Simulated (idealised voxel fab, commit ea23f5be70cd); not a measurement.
Process module under the name voxel capacitor over wiring
Displayed cross-section: cut, width of 245 nm, square cells sized 5 nm.
Cross-section = grid of square cells, listed top down in bands; band = one or more rows. This entry defines a band. It first specifies the height of the band's top and the height of its bottom in nm, and then specifies the band's materials from left to right, stating each material with its width in nm. The word "throughout" identifies a single material that fills the band from edge to edge, while the word "blank" identifies empty space. The level at which height equals 0 is the one under which the wafer, as it arrives, is entirely one material. No lower edge exists for the bottom band, which continues downward and is notated as in "0 -> down". Width: "30->40" (first number = top row, second number = bottom row, same change from row to row of cells). Take "same as before" at face value: in the step it is given for, the cross-section changed in none of its cells. "Enclosed void list" - sealed voids, min. 8 cells, no opening to top; format: width x height at distance (distance from left edge; nm throughout). Past the settings on a step's line: simulator remark, on that step. If you see "overlay nm" on a step's line and that step has a mask, it's telling you how far right of where it was planned the mask ended up; a negative number means it went left instead.
Planned step list for the process:
step 1: RECEIVE (material Si)
step 2: CONFORMAL_DEP (material SiO2; thk nm 15)
step 3: CONFORMAL_DEP (material SiCN; thk nm 5)
step 4: DIRECTIONAL_DEP (material SiO2; thk nm 25)
step 5: DIRECTIONAL_DEP (material aC; thk nm 15)
step 6: PATTERN (tone open; mask id METAL_1; material resist; width nm 25; pitch nm 80; thk nm 30; overlay nm 0)
step 7: DIRECTIONAL_ETCH (etch materials aC; depth nm 15)
step 8: STRIP (etch materials resist)
step 9: DIRECTIONAL_ETCH (etch materials SiO2; depth nm 25)
step 10: DIRECTIONAL_ETCH (etch materials SiCN; depth nm 5)
step 11: STRIP (etch materials aC)
step 12: CONFORMAL_DEP (material TiN; thk nm 5)
step 13: FILL_DEP (material Cu; thk nm 5)
step 14: CMP (height nm 45)
step 15: CONFORMAL_DEP (material SiCN; thk nm 5)
step 16: DIRECTIONAL_DEP (material SiO2; thk nm 10)
step 17: DIRECTIONAL_DEP (material aC; thk nm 10)
step 18: PATTERN (tone open; mask id PLUG_1; material resist; width nm 15; thk nm 25; overlay nm 0)
step 19: DIRECTIONAL_ETCH (etch materials aC; depth nm 10)
step 20: STRIP (etch materials resist)
step 21: DIRECTIONAL_ETCH (etch materials SiO2; depth nm 10)
step 22: DIRECTIONAL_ETCH (etch materials SiCN; depth nm 5)
step 23: STRIP (etch materials aC)
step 24: CONFORMAL_DEP (material TiN; thk nm 5)
step 25: FILL_DEP (material Ru; thk nm 5)
step 26: CMP (height nm 60)
step 27: DIRECTIONAL_DEP (material TiN; thk nm 10)
step 28: DIRECTIONAL_DEP (material HfO2; thk nm 5)
step 29: DIRECTIONAL_DEP (material TiN; thk nm 5)
step 30: DIRECTIONAL_DEP (material aC; thk nm 15)
step 31: PATTERN (tone cover; mask id UPPER_PLATE; material resist; width nm 60; thk nm 30; overlay nm 0)
step 32: DIRECTIONAL_ETCH (etch materials aC; depth nm 15)
step 33: STRIP (etch materials resist)
step 34: DIRECTIONAL_ETCH (etch materials TiN; depth nm 5)
step 35: DIRECTIONAL_ETCH (etch materials HfO2; depth nm 5)
step 36: STRIP (etch materials aC)
step 37: PATTERN (tone cover; mask id LOWER_PLATE; material resist; width nm 70; thk nm 20; overlay nm 0)
step 38: DIRECTIONAL_ETCH (etch materials TiN; depth nm 10)
step 39: STRIP (etch materials resist)
step 40: FILL_DEP (material SiO2; thk nm 20)
step 41: CMP (height nm 95)
step 42: PATTERN (tone open; mask id PLUG_2; material resist; width nm 15; thk nm 20; overlay nm 0)
step 43: DIRECTIONAL_ETCH (etch materials SiO2; depth nm 15)
step 44: STRIP (etch materials resist)
step 45: CONFORMAL_DEP (material TiN; thk nm 5)
step 46: FILL_DEP (material Ru; thk nm 5)
step 47: CMP (height nm 95)
step 48: CONFORMAL_DEP (material SiCN; thk nm 5)
The first wafer of two, processed as planned:
Cross-section of the wafer at receipt, which is the condition after step 1:
	0 -> down  Si throughout
	Enclosed void list: none
The following cross-section depicts the wafer upon completion of step 2:
	15 -> 0  SiO2 throughout
	Whatever lies below 0 is exactly as it was before.
The following cross-section depicts the wafer upon completion of step 3:
	20 -> 15  SiCN throughout
	Whatever lies below 15 is exactly as it was before.
The following cross-section depicts the wafer upon completion of step 4:
	45 -> 20  SiO2 throughout
	Whatever lies below 20 is exactly as it was before.
The following cross-section depicts the wafer upon completion of step 5:
	60 -> 45  aC throughout
	Whatever lies below 45 is exactly as it was before.
The following cross-section depicts the wafer upon completion of step 6:
	90 -> 60  resist: 70, then blank: 25, then resist: 55, then blank: 25, then resist: 70
	Whatever lies below 60 is exactly as it was before.
The following cross-section depicts the wafer upon completion of step 7:
	75 -> 60  resist: 70, then blank: 25, then resist: 55, then blank: 25, then resist: 70
	60 -> 45  aC: 70, then blank: 25, then aC: 55, then blank: 25, then aC: 70
	Whatever lies below 45 is exactly as it was before.
The following cross-section depicts the wafer upon completion of step 8:
	60 -> 45  aC: 70, then blank: 25, then aC: 55, then blank: 25, then aC: 70
	Whatever lies below 45 is exactly as it was before.
The following cross-section depicts the wafer upon completion of step 9:
	60 -> 45  aC: 70, then blank: 25, then aC: 55, then blank: 25, then aC: 70
	45 -> 20  SiO2: 70, then blank: 25, then SiO2: 55, then blank: 25, then SiO2: 70
	Whatever lies below 20 is exactly as it was before.
The following cross-section depicts the wafer upon completion of step 10:
	60 -> 45  aC: 70, then blank: 25, then aC: 55, then blank: 25, then aC: 70
	45 -> 20  SiO2: 70, then blank: 25, then SiO2: 55, then blank: 25, then SiO2: 70
	20 -> 15  SiCN: 70, then blank: 25, then SiCN: 55, then blank: 25, then SiCN: 70
	Whatever lies below 15 is exactly as it was before.
The following cross-section depicts the wafer upon completion of step 11:
	45 -> 20  SiO2: 70, then blank: 25, then SiO2: 55, then blank: 25, then SiO2: 70
	Whatever lies below 20 is exactly as it was before.
The following cross-section depicts the wafer upon completion of step 12:
	50 -> 45  TiN: 75, then blank: 15, then TiN: 65, then blank: 15, then TiN: 75
	45 -> 20  SiO2: 70, then TiN: 5, then blank: 15, then TiN: 5, then SiO2: 55, then TiN: 5, then blank: 15, then TiN: 5, then SiO2: 70
	20 -> 15  SiCN: 70, then TiN: 25, then SiCN: 55, then TiN: 25, then SiCN: 70
	Whatever lies below 15 is exactly as it was before.
The following cross-section depicts the wafer upon completion of step 13:
	55 -> 50  Cu throughout
	50 -> 45  TiN: 75, then Cu: 15, then TiN: 65, then Cu: 15, then TiN: 75
	45 -> 20  SiO2: 70, then TiN: 5, then Cu: 15, then TiN: 5, then SiO2: 55, then TiN: 5, then Cu: 15, then TiN: 5, then SiO2: 70
	Whatever lies below 20 is exactly as it was before.
The following cross-section depicts the wafer upon completion of step 14:
	45 -> 20  SiO2: 70, then TiN: 5, then Cu: 15, then TiN: 5, then SiO2: 55, then TiN: 5, then Cu: 15, then TiN: 5, then SiO2: 70
	Whatever lies below 20 is exactly as it was before.
The following cross-section depicts the wafer upon completion of step 15:
	50 -> 45  SiCN throughout
	Whatever lies below 45 is exactly as it was before.
The following cross-section depicts the wafer upon completion of step 16:
	60 -> 50  SiO2 throughout
	Whatever lies below 50 is exactly as it was before.
The following cross-section depicts the wafer upon completion of step 17:
	70 -> 60  aC throughout
	Whatever lies below 60 is exactly as it was before.
The following cross-section depicts the wafer upon completion of step 18:
	95 -> 70  resist: 80, then blank: 15, then resist: 150
	Whatever lies below 70 is exactly as it was before.
The following cross-section depicts the wafer upon completion of step 19:
	85 -> 70  resist: 80, then blank: 15, then resist: 150
	70 -> 60  aC: 80, then blank: 15, then aC: 150
	Whatever lies below 60 is exactly as it was before.
The following cross-section depicts the wafer upon completion of step 20:
	70 -> 60  aC: 80, then blank: 15, then aC: 150
	Whatever lies below 60 is exactly as it was before.
The following cross-section depicts the wafer upon completion of step 21:
	70 -> 60  aC: 80, then blank: 15, then aC: 150
	60 -> 50  SiO2: 80, then blank: 15, then SiO2: 150
	Whatever lies below 50 is exactly as it was before.
The following cross-section depicts the wafer upon completion of step 22:
	70 -> 60  aC: 80, then blank: 15, then aC: 150
	60 -> 50  SiO2: 80, then blank: 15, then SiO2: 150
	50 -> 45  SiCN: 80, then blank: 15, then SiCN: 150
	Whatever lies below 45 is exactly as it was before.
The following cross-section depicts the wafer upon completion of step 23:
	60 -> 50  SiO2: 80, then blank: 15, then SiO2: 150
	Whatever lies below 50 is exactly as it was before.
The following cross-section depicts the wafer upon completion of step 24:
	65 -> 60  TiN: 85, then blank: 5, then TiN: 155
	60 -> 50  SiO2: 80, then TiN: 5, then blank: 5, then TiN: 5, then SiO2: 150
	50 -> 45  SiCN: 80, then TiN: 15, then SiCN: 150
	Whatever lies below 45 is exactly as it was before.
The following cross-section depicts the wafer upon completion of step 25:
	70 -> 65  Ru throughout
	65 -> 60  TiN: 85, then Ru: 5, then TiN: 155
	60 -> 50  SiO2: 80, then TiN: 5, then Ru: 5, then TiN: 5, then SiO2: 150
	Whatever lies below 50 is exactly as it was before.
The following cross-section depicts the wafer upon completion of step 26:
	60 -> 50  SiO2: 80, then TiN: 5, then Ru: 5, then TiN: 5, then SiO2: 150
	Whatever lies below 50 is exactly as it was before.
The following cross-section depicts the wafer upon completion of step 27:
	70 -> 60  TiN throughout
	Whatever lies below 60 is exactly as it was before.
The following cross-section depicts the wafer upon completion of step 28:
	75 -> 70  HfO2 throughout
	Whatever lies below 70 is exactly as it was before.
The following cross-section depicts the wafer upon completion of step 29:
	80 -> 75  TiN throughout
	Whatever lies below 75 is exactly as it was before.
The following cross-section depicts the wafer upon completion of step 30:
	95 -> 80  aC throughout
	Whatever lies below 80 is exactly as it was before.
The following cross-section depicts the wafer upon completion of step 31:
	125 -> 95  blank: 80, then resist: 60, then blank: 105
	Whatever lies below 95 is exactly as it was before.
The following cross-section depicts the wafer upon completion of step 32:
	110 -> 95  blank: 80, then resist: 60, then blank: 105
	95 -> 80  blank: 80, then aC: 60, then blank: 105
	Whatever lies below 80 is exactly as it was before.
The following cross-section depicts the wafer upon completion of step 33:
	95 -> 80  blank: 80, then aC: 60, then blank: 105
	Whatever lies below 80 is exactly as it was before.
The following cross-section depicts the wafer upon completion of step 34:
	95 -> 80  blank: 80, then aC: 60, then blank: 105
	80 -> 75  blank: 80, then TiN: 60, then blank: 105
	Whatever lies below 75 is exactly as it was before.
The following cross-section depicts the wafer upon completion of step 35:
	95 -> 80  blank: 80, then aC: 60, then blank: 105
	80 -> 75  blank: 80, then TiN: 60, then blank: 105
	75 -> 70  blank: 80, then HfO2: 60, then blank: 105
	Whatever lies below 70 is exactly as it was before.
The following cross-section depicts the wafer upon completion of step 36:
	80 -> 75  blank: 80, then TiN: 60, then blank: 105
	Whatever lies below 75 is exactly as it was before.
The following cross-section depicts the wafer upon completion of step 37:
	100 -> 80  blank: 75, then resist: 70, then blank: 100
	80 -> 75  blank: 75, then resist: 5, then TiN: 60, then resist: 5, then blank: 100
	75 -> 70  blank: 75, then resist: 5, then HfO2: 60, then resist: 5, then blank: 100
	Whatever lies below 70 is exactly as it was before.
The following cross-section depicts the wafer upon completion of step 38:
	100 -> 80  blank: 75, then resist: 70, then blank: 100
	80 -> 75  blank: 75, then resist: 5, then TiN: 60, then resist: 5, then blank: 100
	75 -> 70  blank: 75, then resist: 5, then HfO2: 60, then resist: 5, then blank: 100
	70 -> 60  blank: 75, then TiN: 70, then blank: 100
	Whatever lies below 60 is exactly as it was before.
The following cross-section depicts the wafer upon completion of step 39:
	80 -> 75  blank: 80, then TiN: 60, then blank: 105
	75 -> 70  blank: 80, then HfO2: 60, then blank: 105
	Whatever lies below 70 is exactly as it was before.
The following cross-section depicts the wafer upon completion of step 40:
	100 -> 80  SiO2 throughout
	80 -> 75  SiO2: 80, then TiN: 60, then SiO2: 105
	75 -> 70  SiO2: 80, then HfO2: 60, then SiO2: 105
	70 -> 60  SiO2: 75, then TiN: 70, then SiO2: 100
	Whatever lies below 60 is exactly as it was before.
The following cross-section depicts the wafer upon completion of step 41:
	95 -> 80  SiO2 throughout
	Whatever lies below 80 is exactly as it was before.
The following cross-section depicts the wafer upon completion of step 42:
	115 -> 95  resist: 90, then blank: 15, then resist: 140
	Whatever lies below 95 is exactly as it was before.
The following cross-section depicts the wafer upon completion of step 43:
	115 -> 95  resist: 90, then blank: 15, then resist: 140
	95 -> 80  SiO2: 90, then blank: 15, then SiO2: 140
	Whatever lies below 80 is exactly as it was before.
The following cross-section depicts the wafer upon completion of step 44:
	95 -> 80  SiO2: 90, then blank: 15, then SiO2: 140
	Whatever lies below 80 is exactly as it was before.
The following cross-section depicts the wafer upon completion of step 45:
	100 -> 95  TiN: 95, then blank: 5, then TiN: 145
	95 -> 85  SiO2: 90, then TiN: 5, then blank: 5, then TiN: 5, then SiO2: 140
	85 -> 75  SiO2: 90->80, then TiN: 15->60, then SiO2: 140->105
	Whatever lies below 75 is exactly as it was before.
The following cross-section depicts the wafer upon completion of step 46:
	105 -> 100  Ru throughout
	100 -> 95  TiN: 95, then Ru: 5, then TiN: 145
	95 -> 85  SiO2: 90, then TiN: 5, then Ru: 5, then TiN: 5, then SiO2: 140
	Whatever lies below 85 is exactly as it was before.
The following cross-section depicts the wafer upon completion of step 47:
	95 -> 85  SiO2: 90, then TiN: 5, then Ru: 5, then TiN: 5, then SiO2: 140
	Whatever lies below 85 is exactly as it was before.
The following cross-section depicts the wafer upon completion of step 48:
	100 -> 95  SiCN throughout
	Whatever lies below 95 is exactly as it was before.
The second wafer was prepared from the same starting point and under the same plan as the first; its processing contained one mistake, and it remains indistinguishable from the first wafer up to and including step 30:
Cross-section: second wafer, time at which step 31 was scheduled to end:
	125 -> 95  blank: 75, then resist: 70, then blank: 100
	Whatever lies below 95 is exactly as it was before.
Cross-section: second wafer, time at which step 32 was scheduled to end:
	110 -> 95  blank: 75, then resist: 70, then blank: 100
	95 -> 80  blank: 75, then aC: 70, then blank: 100
	Whatever lies below 80 is exactly as it was before.
Cross-section: second wafer, time at which step 33 was scheduled to end:
	95 -> 80  blank: 75, then aC: 70, then blank: 100
	Whatever lies below 80 is exactly as it was before.
Cross-section: second wafer, time at which step 34 was scheduled to end:
	95 -> 80  blank: 75, then aC: 70, then blank: 100
	80 -> 75  blank: 75, then TiN: 70, then blank: 100
	Whatever lies below 75 is exactly as it was before.
Cross-section: second wafer, time at which step 35 was scheduled to end:
	95 -> 80  blank: 75, then aC: 70, then blank: 100
	80 -> 75  blank: 75, then TiN: 70, then blank: 100
	75 -> 70  blank: 75, then HfO2: 70, then blank: 100
	Whatever lies below 70 is exactly as it was before.
Cross-section: second wafer, time at which step 36 was scheduled to end:
	80 -> 75  blank: 75, then TiN: 70, then blank: 100
	Whatever lies below 75 is exactly as it was before.
Cross-section: second wafer, time at which step 37 was scheduled to end:
	100 -> 80  blank: 75, then resist: 70, then blank: 100
	Whatever lies below 80 is exactly as it was before.
Cross-section: second wafer, time at which step 38 was scheduled to end:
	100 -> 80  blank: 75, then resist: 70, then blank: 100
	80 -> 75  blank: 75, then TiN: 70, then blank: 100
	75 -> 70  blank: 75, then HfO2: 70, then blank: 100
	70 -> 60  blank: 75, then TiN: 70, then blank: 100
	Whatever lies below 60 is exactly as it was before.
Cross-section: second wafer, time at which step 39 was scheduled to end:
	80 -> 75  blank: 75, then TiN: 70, then blank: 100
	Whatever lies below 75 is exactly as it was before.
Cross-section: second wafer, time at which step 40 was scheduled to end:
	100 -> 80  SiO2 throughout
	80 -> 75  SiO2: 75, then TiN: 70, then SiO2: 100
	75 -> 70  SiO2: 75, then HfO2: 70, then SiO2: 100
	70 -> 60  SiO2: 75, then TiN: 70, then SiO2: 100
	Whatever lies below 60 is exactly as it was before.
Cross-section: second wafer, time at which step 41 was scheduled to end:
	95 -> 80  SiO2 throughout
	Whatever lies below 80 is exactly as it was before.
Cross-section: second wafer, time at which step 42 was scheduled to end:
	115 -> 95  resist: 90, then blank: 15, then resist: 140
	Whatever lies below 95 is exactly as it was before.
Cross-section: second wafer, time at which step 43 was scheduled to end:
	115 -> 95  resist: 90, then blank: 15, then resist: 140
	95 -> 80  SiO2: 90, then blank: 15, then SiO2: 140
	Whatever lies below 80 is exactly as it was before.
Cross-section: second wafer, time at which step 44 was scheduled to end:
	95 -> 80  SiO2: 90, then blank: 15, then SiO2: 140
	Whatever lies below 80 is exactly as it was before.
Cross-section: second wafer, time at which step 45 was scheduled to end:
	100 -> 95  TiN: 95, then blank: 5, then TiN: 145
	95 -> 85  SiO2: 90, then TiN: 5, then blank: 5, then TiN: 5, then SiO2: 140
	85 -> 75  SiO2: 90->75, then TiN: 15->70, then SiO2: 140->100
	Whatever lies below 75 is exactly as it was before.
Cross-section: second wafer, time at which step 46 was scheduled to end:
	105 -> 100  Ru throughout
	100 -> 95  TiN: 95, then Ru: 5, then TiN: 145
	95 -> 85  SiO2: 90, then TiN: 5, then Ru: 5, then TiN: 5, then SiO2: 140
	Whatever lies below 85 is exactly as it was before.
Cross-section: second wafer, time at which step 47 was scheduled to end:
	95 -> 85  SiO2: 90, then TiN: 5, then Ru: 5, then TiN: 5, then SiO2: 140
	Whatever lies below 85 is exactly as it was before.
Cross-section: second wafer, time at which step 48 was scheduled to end:
	100 -> 95  SiCN throughout
	Whatever lies below 95 is exactly as it was before.
Run error: step 31 ran as: PATTERN (tone cover; mask id UPPER_PLATE; material resist; width nm 70; thk nm 30; overlay nm 0)
Wafer comparison, final, in cells, second relative to first, materials more or fewer: +2 HfO2, -4 SiO2, +2 TiN
